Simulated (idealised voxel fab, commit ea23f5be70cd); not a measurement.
process module | voxel ribs on slabs
cross-section cut | 245 nm wide | cells 5 nm
A cross-section is a grid of square cells, given in bands from the top down. A band is one or more rows of cells.
Each band's line starts with the height of the band's top and of its bottom, in nm. Then come its materials from left to right, each with its width in nm. One material with "throughout" fills the band from edge to edge. "air" is empty space.
Height 0 is the level under which the wafer as received is all one material. The lowest band goes on downwards, as in "0 down".
A width such as "30 to 40" changes by the same amount from each row of cells to the next, from the band's top row to its bottom row.
"no change" after a step means that no cell of the cross-section changed.
closed voids: empty space of 8 cells or more with no open way to the top, each as width x height at its distance from the left edge, in nm
after a step's settings: what the simulator itself notes on the step
overlay nm, on a step with a mask: how far to the right of its planned place the mask lay; to the left if negative
plan
1 op RECEIVE | material Si
2 op DIRECTIONAL_DEP | material SiO2 | thk nm 20
3 op DIRECTIONAL_DEP | material polySi | thk nm 25
4 op MASKED_ETCH | tone cover | mask id RIB | width nm 30 | etch materials polySi | depth nm 5 | overlay nm 0
5 op DIRECTIONAL_DEP | material aC | thk nm 15
6 op PATTERN | tone cover | mask id SLAB | material resist | width nm 70 | thk nm 30 | overlay nm 0
7 op DIRECTIONAL_ETCH | etch materials aC | depth nm 15
8 op STRIP | etch materials resist
9 op DIRECTIONAL_ETCH | etch materials polySi | depth nm 20
10 op STRIP | etch materials aC
11 op FILL_DEP | material SiO2 | thk nm 25
12 op CMP | height nm 65
13 op DIRECTIONAL_DEP | material W | thk nm 10
14 op PATTERN | tone cover | mask id HEATER | material resist | width nm 40 | thk nm 15 | overlay nm 0
15 op DIRECTIONAL_ETCH | etch materials W | depth nm 10
16 op STRIP | etch materials resist
17 op CONFORMAL_DEP | material SiO2 | thk nm 10
as received, after step 1
  0 down: Si throughout
  closed voids: none
first wafer at the end, as planned
  85 to 75: air 90 | SiO2 60 | air 95
  75 to 65: SiO2 100 | W 40 | SiO2 105
  65 to 45: SiO2 throughout
  45 to 40: SiO2 105 | polySi 30 | SiO2 110
  40 to 20: SiO2 85 | polySi 70 | SiO2 90
  20 to 0: SiO2 throughout
  0 down: Si throughout
  closed voids: none
second wafer at the end: like start, like plan, one mistake
  85 to 75: air 85 | SiO2 70 | air 90
  75 to 65: SiO2 95 | W 50 | SiO2 100
  65 to 45: SiO2 throughout
  45 to 40: SiO2 105 | polySi 30 | SiO2 110
  40 to 20: SiO2 85 | polySi 70 | SiO2 90
  20 to 0: SiO2 throughout
  0 down: Si throughout
  closed voids: none
what went wrong: step 14 ran as: op PATTERN | tone cover | mask id HEATER | material resist | width nm 50 | thk nm 15 | overlay nm 0
at the end the second wafer has, in cells: 4 more of W
